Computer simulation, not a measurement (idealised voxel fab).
The name of this process module is voxel trench capacitor.
The figure presents cross-section cut, which has a width of 200 nm and is divided into square cells with an edge length of 5 nm.
When this document writes out a cross-section, it uses a grid of square cells and lists it as bands, beginning at the top and moving down, with a band standing for one or more rows of cells.
Top, bottom (nm), then materials left to right with widths (nm); lone material tagged "full width" fills the whole band edge to edge; "empty" = empty space.
Counting heights begins at 0, where everything beneath is, in the wafer as received, one material. The lowest band has no bottom; it goes on downwards, as "0..down" shows.
Width "30 to 40": first value at the band's top row of cells, second value at its bottom row, equal change from row to row.
When a step is marked "no modification", none of the cells in the cross-section changed during that step.
The entry "Closed cavities" lists the empty spaces that cover at least 8 cells and have no open path to the top. Each is written as width x height at distance, where the distance is measured from the left edge and all three values are in nm.
On each step's line, the part that comes after the settings is the simulator's own comment on the step.
overlay nm: step with mask; distance mask lay right of planned place; negative value = left of planned place.

**Steps planned for the process**
- 1: RECEIVE [material Si]
- 2: CONFORMAL_DEP [material SiN] [thk nm 10]
- 3: DIRECTIONAL_DEP [material aC] [thk nm 10]
- 4: PATTERN [tone open] [mask id TRENCH] [material resist] [width nm 15] [pitch nm 45] [thk nm 30] [overlay nm 0]
- 5: DIRECTIONAL_ETCH [etch materials aC] [depth nm 10]
- 6: STRIP [etch materials resist]
- 7: DIRECTIONAL_ETCH [etch materials SiN] [depth nm 10]
- 8: DIRECTIONAL_ETCH [etch materials Si] [depth nm 35]
- 9: STRIP [etch materials aC]
- 10: CONFORMAL_DEP [material SiO2] [thk nm 5]
- 11: FILL_DEP [material polySi] [thk nm 10]
- 12: CMP [height nm 10]
The width nm used in step 4 is not the same on every wafer, whereas the starting condition is; the value printed in the plan is the first wafer's.

**As received, i.e. after step 1: cross-section through the first of several wafers**
- 0..down: Si full width
- Closed cavities: none

**Row per wafer, end-of-module: cell gain (+)/loss (-) by material since the wafer came in, then closed voids**
width nm 15; -84 Si; +56 SiN; +76 SiO2; +32 polySi; Closed cavities: none
width nm 20; -112 Si; +48 SiN; +80 SiO2; +64 polySi; Closed cavities: none
width nm 25; -140 Si; +40 SiN; +84 SiO2; +96 polySi; Closed cavities: none
width nm 30; -168 Si; +32 SiN; +88 SiO2; +128 polySi; Closed cavities: none
